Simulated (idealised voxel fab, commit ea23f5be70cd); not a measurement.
voxel ribs on slabs: a process module
The cross-section shown here is cut; it is 165 nm wide and divided into square cells measuring 5 nm on a side.
Cross-section, as written here: a square-cell grid given band by band from the top down, where a band holds one or more rows of cells. It is stipulated that each band's entry specify, in nanometres, the height of the top of the band and then that of its bottom, followed by the materials of the band in left-to-right sequence, each together with its width in nanometres. A single material marked by the word "all across" is understood to fill the band from edge to edge; the word "blank" is understood to denote empty space. Beneath 0, the wafer as received is one material, and that level is where height counting begins. The lowest band goes on downward without a bottom; it is written like "0 and below". A two-number width, for instance "30 to 40", indicates that the width is equal to the first number in the top row of the band and to the second number in the bottom row, and that it changes by a constant amount per row of cells. The cross-section has no changed cell in any step marked "no modifications". The label "Unvented cavities" introduces a list of the empty spaces, 8 cells or larger, that have no open way up to the top; each entry in it reads width x height at distance, where the distance is taken from the left edge and all three are stated in nm. after a step's settings: what the simulator itself notes on the step. For masked steps, "overlay nm" on the step line gives how far right of plan the mask actually lay; a minus sign means it lay to the left.

Process steps - plan
1: RECEIVE with material Si
2: DIRECTIONAL_DEP with material SiO2, thk nm 25
3: DIRECTIONAL_DEP with material SiN, thk nm 15
4: MASKED_ETCH with tone cover, mask id RIB, width nm 25, etch materials SiN, depth nm 5, overlay nm 0
5: PATTERN with tone cover, mask id SLAB, material resist, width nm 55, thk nm 20, overlay nm 0
6: DIRECTIONAL_ETCH with etch materials SiN, depth nm 10
7: STRIP with etch materials resist
8: FILL_DEP with material SiO2, thk nm 15
9: CMP with height nm 50
10: DIRECTIONAL_DEP with material TiN, thk nm 5
11: PATTERN with tone cover, mask id HEATER, material resist, width nm 35, thk nm 20, overlay nm 0
12: DIRECTIONAL_ETCH with etch materials TiN, depth nm 5
13: STRIP with etch materials resist
14: CONFORMAL_DEP with material SiN, thk nm 10

First of two wafers - as planned

Step 1 complete: cross-section of the wafer as received
- 0 and below | Si all across
- Unvented cavities: none

Wafer section view after processing step 2
- 25 down to 0 | SiO2 all across
- Whatever lies below 0 is exactly as it was before.

Wafer section view after processing step 3
- 40 down to 25 | SiN all across
- Whatever lies below 25 is exactly as it was before.

Wafer section view after processing step 4
- 40 down to 35 | blank: 70; SiN: 25; blank: 70
- Whatever lies below 35 is exactly as it was before.

Wafer section view after processing step 5
- 60 down to 40 | blank: 55; resist: 55; blank: 55
- 40 down to 35 | blank: 55; resist: 15; SiN: 25; resist: 15; blank: 55
- Whatever lies below 35 is exactly as it was before.

Wafer section view after processing step 6
- 60 down to 40 | blank: 55; resist: 55; blank: 55
- 40 down to 35 | blank: 55; resist: 15; SiN: 25; resist: 15; blank: 55
- 35 down to 25 | blank: 55; SiN: 55; blank: 55
- Whatever lies below 25 is exactly as it was before.

Wafer section view after processing step 7
- 40 down to 35 | blank: 70; SiN: 25; blank: 70
- Whatever lies below 35 is exactly as it was before.

Wafer section view after processing step 8
- 55 down to 40 | SiO2 all across
- 40 down to 35 | SiO2: 70; SiN: 25; SiO2: 70
- 35 down to 25 | SiO2: 55; SiN: 55; SiO2: 55
- Whatever lies below 25 is exactly as it was before.

Wafer section view after processing step 9
- 50 down to 40 | SiO2 all across
- Whatever lies below 40 is exactly as it was before.

Wafer section view after processing step 10
- 55 down to 50 | TiN all across
- Whatever lies below 50 is exactly as it was before.

Wafer section view after processing step 11
- 75 down to 55 | blank: 65; resist: 35; blank: 65
- Whatever lies below 55 is exactly as it was before.

Wafer section view after processing step 12
- 75 down to 55 | blank: 65; resist: 35; blank: 65
- 55 down to 50 | blank: 65; TiN: 35; blank: 65
- Whatever lies below 50 is exactly as it was before.

Wafer section view after processing step 13
- 55 down to 50 | blank: 65; TiN: 35; blank: 65
- Whatever lies below 50 is exactly as it was before.

Wafer section view after processing step 14
- 65 down to 60 | blank: 55; SiN: 55; blank: 55
- 60 down to 55 | SiN all across
- 55 down to 50 | SiN: 65; TiN: 35; SiN: 65
- Whatever lies below 50 is exactly as it was before.

Second of two: same start, same plan, one run error; steps up to and including 1 match the first

Cross-section of the second wafer at the time step 2 of the plan should have ended
- 15 down to 0 | SiN all across
- Whatever lies below 0 is exactly as it was before.

Cross-section of the second wafer at the time step 3 of the plan should have ended
- 40 down to 15 | SiO2 all across
- Whatever lies below 15 is exactly as it was before.

Cross-section of the second wafer at the time step 4 of the plan should have ended: no modifications

Cross-section of the second wafer at the time step 5 of the plan should have ended
- 60 down to 40 | blank: 55; resist: 55; blank: 55
- Whatever lies below 40 is exactly as it was before.

Cross-section of the second wafer at the time step 6 of the plan should have ended: no modifications

Cross-section of the second wafer at the time step 7 of the plan should have ended
- 40 down to 15 | SiO2 all across
- Whatever lies below 15 is exactly as it was before.

Cross-section of the second wafer at the time step 8 of the plan should have ended
- 55 down to 15 | SiO2 all across
- Whatever lies below 15 is exactly as it was before.

Cross-section of the second wafer at the time step 9 of the plan should have ended
- 50 down to 15 | SiO2 all across
- Whatever lies below 15 is exactly as it was before.

Cross-section of the second wafer at the time step 10 of the plan should have ended
- 55 down to 50 | TiN all across
- Whatever lies below 50 is exactly as it was before.

Cross-section of the second wafer at the time step 11 of the plan should have ended
- 75 down to 55 | blank: 65; resist: 35; blank: 65
- Whatever lies below 55 is exactly as it was before.

Cross-section of the second wafer at the time step 12 of the plan should have ended
- 75 down to 55 | blank: 65; resist: 35; blank: 65
- 55 down to 50 | blank: 65; TiN: 35; blank: 65
- Whatever lies below 50 is exactly as it was before.

Cross-section of the second wafer at the time step 13 of the plan should have ended
- 55 down to 50 | blank: 65; TiN: 35; blank: 65
- Whatever lies below 50 is exactly as it was before.

Cross-section of the second wafer at the time step 14 of the plan should have ended
- 65 down to 60 | blank: 55; SiN: 55; blank: 55
- 60 down to 55 | SiN all across
- 55 down to 50 | SiN: 65; TiN: 35; SiN: 65
- Whatever lies below 50 is exactly as it was before.
Plan not followed: the processing plan was not followed for steps 2 and 3, which were run with their positions exchanged
Wrapping up, a cell-based count of both wafers puts the second over or under the first for these materials: +72 SiN; -72 SiO2
